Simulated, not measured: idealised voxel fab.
process module | voxel self aligned contacts
cross-section cut | 275 nm wide | cells 5 nm
A cross-section is a grid of square cells, given in bands from the top down. A band is one or more rows of cells.
Each band's line starts with the height of the band's top and of its bottom, in nm. Then come its materials from left to right, each with its width in nm. One material with "throughout" fills the band from edge to edge. "air" is empty space.
Height 0 is the level under which the wafer as received is all one material. The lowest band goes on downwards, as in "0 down".
A width such as "30 to 40" changes by the same amount from each row of cells to the next, from the band's top row to its bottom row.
"no change" after a step means that no cell of the cross-section changed.
closed voids: empty space of 8 cells or more with no open way to the top, each as width x height at its distance from the left edge, in nm
after a step's settings: what the simulator itself notes on the step
overlay nm, on a step with a mask: how far to the right of its planned place the mask lay; to the left if negative
plan
1 op RECEIVE | material Si
2 op OXIDIZE | depth nm 5
3 op DIRECTIONAL_DEP | material polySi | thk nm 25
4 op DIRECTIONAL_DEP | material SiN | thk nm 25
5 op DIRECTIONAL_DEP | material aC | thk nm 15
6 op PATTERN | tone cover | mask id GATE | material resist | width nm 35 | pitch nm 80 | thk nm 30 | overlay nm 0
7 op DIRECTIONAL_ETCH | etch materials aC | depth nm 15
8 op STRIP | etch materials resist
9 op DIRECTIONAL_ETCH | etch materials SiN | depth nm 25
10 op DIRECTIONAL_ETCH | etch materials polySi | depth nm 25
11 op STRIP | etch materials aC
12 op CONFORMAL_DEP | material SiN | thk nm 10
13 op DIRECTIONAL_ETCH | etch materials SiN | depth nm 10
14 op FILL_DEP | material SiO2 | thk nm 20
15 op CMP | height nm 60
16 op DIRECTIONAL_DEP | material aC | thk nm 10
17 op PATTERN | tone open | mask id CONTACT | material resist | width nm 55 | pitch nm 80 | thk nm 25 | overlay nm 0
18 op DIRECTIONAL_ETCH | etch materials aC | depth nm 10
19 op STRIP | etch materials resist
20 op DIRECTIONAL_ETCH | etch materials SiO2 | depth nm 65
21 op STRIP | etch materials aC
22 op CONFORMAL_DEP | material TiN | thk nm 5
23 op FILL_DEP | material Ru | thk nm 10
24 op CMP | height nm 60
25 op CONFORMAL_DEP | material SiCN | thk nm 5
as received, after step 1
  0 down: Si throughout
  closed voids: none
first wafer at the end, as planned
  65 to 60: SiCN throughout
  60 to 50: SiO2 70 | TiN 5 to 20 | Ru 45 to 15 | TiN 5 to 20 | SiO2 25 | TiN 5 to 20 | Ru 45 to 15 | TiN 5 to 20 | SiO2 70
  50 to 25: SiO2 30 | SiN 55 | TiN 5 | Ru 15 | TiN 5 | SiN 55 | TiN 5 | Ru 15 | TiN 5 | SiN 55 | SiO2 30
  25 to 0: SiO2 30 | SiN 10 | polySi 35 | SiN 10 | TiN 5 | Ru 15 | TiN 5 | SiN 10 | polySi 35 | SiN 10 | TiN 5 | Ru 15 | TiN 5 | SiN 10 | polySi 35 | SiN 10 | SiO2 30
  0 to -5: SiO2 85 | TiN 25 | SiO2 55 | TiN 25 | SiO2 85
  -5 down: Si throughout
  closed voids: none
second wafer at the end: like start, like plan, one mistake
  65 to 60: SiCN throughout
  60 to 50: SiO2 70 | TiN 5 | Ru 45 | TiN 5 | SiO2 25 | TiN 5 | Ru 45 | TiN 5 | SiO2 70
  50 to 45: SiO2 70 | TiN 20 | Ru 15 | TiN 20 | SiO2 25 | TiN 20 | Ru 15 | TiN 20 | SiO2 70
  45 to 20: SiO2 30 | SiN 55 | TiN 5 | Ru 15 | TiN 5 | SiN 55 | TiN 5 | Ru 15 | TiN 5 | SiN 55 | SiO2 30
  20 to 0: SiO2 30 | SiN 10 | polySi 35 | SiN 10 | TiN 5 | Ru 15 | TiN 5 | SiN 10 | polySi 35 | SiN 10 | TiN 5 | Ru 15 | TiN 5 | SiN 10 | polySi 35 | SiN 10 | SiO2 30
  0 to -5: SiO2 85 | TiN 25 | SiO2 55 | TiN 25 | SiO2 85
  -5 down: Si throughout
  closed voids: none
what went wrong: step 3 ran as: op DIRECTIONAL_DEP | material polySi | thk nm 20
at the end the second wafer has, in cells: 12 more of Ru | 12 fewer of SiN | 21 more of SiO2 | 21 fewer of polySi
